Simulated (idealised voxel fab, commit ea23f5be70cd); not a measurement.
process module | voxel spacer lines
cross-section cut | 240 nm wide | cells 5 nm
A cross-section is a grid of square cells, given in bands from the top down. A band is one or more rows of cells.
Each band's line starts with the height of the band's top and of its bottom, in nm. Then come its materials from left to right, each with its width in nm. One material with "throughout" fills the band from edge to edge. "air" is empty space.
Height 0 is the level under which the wafer as received is all one material. The lowest band goes on downwards, as in "0 down".
A width such as "30 to 40" changes by the same amount from each row of cells to the next, from the band's top row to its bottom row.
"no change" after a step means that no cell of the cross-section changed.
closed voids: empty space of 8 cells or more with no open way to the top, each as width x height at its distance from the left edge, in nm
after a step's settings: what the simulator itself notes on the step
overlay nm, on a step with a mask: how far to the right of its planned place the mask lay; to the left if negative
plan
1 op RECEIVE | material Si
2 op CONFORMAL_DEP | material Al2O3 | thk nm 10
3 op DIRECTIONAL_DEP | material polySi | thk nm 20
4 op DIRECTIONAL_DEP | material aC | thk nm 30
5 op PATTERN | tone cover | mask id MANDREL | material resist | width nm 15 | pitch nm 60 | thk nm 40 | overlay nm 0
6 op DIRECTIONAL_ETCH | etch materials aC | depth nm 30
7 op STRIP | etch materials resist
8 op CONFORMAL_DEP | material SiO2 | thk nm 10
9 op DIRECTIONAL_ETCH | etch materials SiO2 | depth nm 10
10 op STRIP | etch materials aC
11 op DIRECTIONAL_ETCH | etch materials polySi | depth nm 20
12 op STRIP | etch materials SiO2
varied across the wafers: width nm of step 5. The plan shows the first wafer's value. All wafers start alike
first wafer as received, after step 1
  0 down: Si throughout
  closed voids: none
each wafer at the end: cells of each material gained (+) or lost (-) since it was received, then its closed voids
width nm 15 | +96 Al2O3 | +48 polySi | closed voids: none
width nm 20 | +96 Al2O3 | +48 polySi | closed voids: none
width nm 25 | +96 Al2O3 | +48 polySi | closed voids: none
width nm 30 | +96 Al2O3 | +48 polySi | closed voids: none
width nm 35 | +96 Al2O3 | +48 polySi | closed voids: none
